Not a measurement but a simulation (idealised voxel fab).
process module | voxel double patterning
cross-section cut | 245 nm wide | cells 5 nm
A cross-section is a grid of square cells, given in bands from the top down. A band is one or more rows of cells.
Each band's line starts with the height of the band's top and of its bottom, in nm. Then come its materials from left to right, each with its width in nm. One material with "throughout" fills the band from edge to edge. "air" is empty space.
Height 0 is the level under which the wafer as received is all one material. The lowest band goes on downwards, as in "0 down".
A width such as "30 to 40" changes by the same amount from each row of cells to the next, from the band's top row to its bottom row.
"no change" after a step means that no cell of the cross-section changed.
closed voids: empty space of 8 cells or more with no open way to the top, each as width x height at its distance from the left edge, in nm
after a step's settings: what the simulator itself notes on the step
overlay nm, on a step with a mask: how far to the right of its planned place the mask lay; to the left if negative
plan
1 op RECEIVE | material Si
2 op CONFORMAL_DEP | material SiN | thk nm 10
3 op DIRECTIONAL_DEP | material SiO2 | thk nm 15
4 op DIRECTIONAL_DEP | material SiCN | thk nm 10
5 op MASKED_ETCH | tone open | mask id FIRST | width nm 15 | pitch nm 50 | etch materials SiCN | depth nm 10 | overlay nm 0
6 op DIRECTIONAL_DEP | material aC | thk nm 10
7 op PATTERN | tone open | mask id SECOND | material resist | width nm 15 | pitch nm 50 | thk nm 30 | overlay nm 0
8 op DIRECTIONAL_ETCH | etch materials aC | depth nm 10
9 op STRIP | etch materials resist
10 op DIRECTIONAL_ETCH | etch materials SiCN | depth nm 10
11 op STRIP | etch materials aC
12 op DIRECTIONAL_ETCH | etch materials SiO2 | depth nm 15
13 op STRIP | etch materials SiCN
as received, after step 1
  0 down: Si throughout
  closed voids: none
a wafer at the end: this start, this plan, one mistake
  40 to 25: SiO2 65 | air 15 | SiO2 10 | air 15 | SiO2 10 | air 15 | SiO2 10 | air 15 | SiO2 10 | air 15 | SiO2 65
  25 to 10: SiO2 throughout
  10 to 0: SiN throughout
  0 down: Si throughout
  closed voids: none
what went wrong: step 3 was run twice
